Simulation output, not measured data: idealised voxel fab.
The document below concerns the process module designated voxel lift off.
Cross-section cut: width 285 nm, square cells of 5 nm.
We lay out every cross-section as a grid of square cells and spell it out in bands from the top down, where one band means one or more rows of cells.
Top, bottom (nm), then materials left to right with widths (nm); lone material tagged "all across" fills the whole band edge to edge; "air" = empty space.
A quick word on heights: they are counted from 0, and under that level the wafer as it came to us is one material throughout. The lowest band is different from the rest in having no bottom; it simply continues downward, written as in "z 0 and below".
So if you see something like "30->40" for the width, read it as the top row of the band sitting at the first number and the bottom row at the second, with every row in between moving by the same amount as the last.
For the purposes of this document, the phrase "changes: none" attached to a step denotes that no cell within the cross-section was modified by that step.
"Enclosed internal voids" means: voids of 8 cells or more that are shut off from the top with no open way through. Written width x height at distance, distance from the left edge, in nm.
Whatever follows a step's settings on its line is a remark the simulator itself makes about that step.
You can add "overlay nm" to a step's line. For a step with a mask, it describes how far the mask lay to the right of its planned position, and a negative number describes a lay to the left.
This section lists the process steps that were planned:
step 1: RECEIVE with material Si
step 2: CONFORMAL_DEP with material SiO2, thk nm 5
step 3: PATTERN with tone open, mask id LINES, material resist, width nm 15, pitch nm 30, thk nm 20, overlay nm 0
step 4: DIRECTIONAL_DEP with material Ru, thk nm 10
step 5: STRIP with etch materials resist
step 6: CONFORMAL_DEP with material SiO2, thk nm 5
Cross-section of the wafer at receipt, which is the condition after step 1:
z 0 and below  Si all across
Enclosed internal voids: none
Cross-sectional image of the first of two wafers at the end of the module, the run having proceeded as planned:
z 20 to 15  air: 100  SiO2: 25  air: 5  SiO2: 25  air: 5  SiO2: 25  air: 100
z 15 to 10  air: 100  SiO2: 5  Ru: 15  SiO2: 5  air: 5  SiO2: 5  Ru: 15  SiO2: 5  air: 5  SiO2: 5  Ru: 15  SiO2: 5  air: 100
z 10 to 5  SiO2: 105  Ru: 15  SiO2: 15  Ru: 15  SiO2: 15  Ru: 15  SiO2: 105
z 5 to 0  SiO2 all across
z 0 and below  Si all across
Enclosed internal voids: none
Cross-section at end of module for the second wafer of two, which matched the first in starting point and plan and differed by one mistake in its processing:
z 15 to 10  air: 100  SiO2: 25  air: 5  SiO2: 25  air: 5  SiO2: 25  air: 100
z 10 to 5  air: 100  SiO2: 5  Ru: 15  SiO2: 5  air: 5  SiO2: 5  Ru: 15  SiO2: 5  air: 5  SiO2: 5  Ru: 15  SiO2: 5  air: 100
z 5 to 0  SiO2: 105  Ru: 15  SiO2: 15  Ru: 15  SiO2: 15  Ru: 15  SiO2: 105
z 0 and below  Si all across
Enclosed internal voids: none
So what did we get wrong on this run? with respect to the plan, step 2 was omitted and not executed
Final tally in cells, some materials are higher or lower on the second wafer than on the first: -57 SiO2
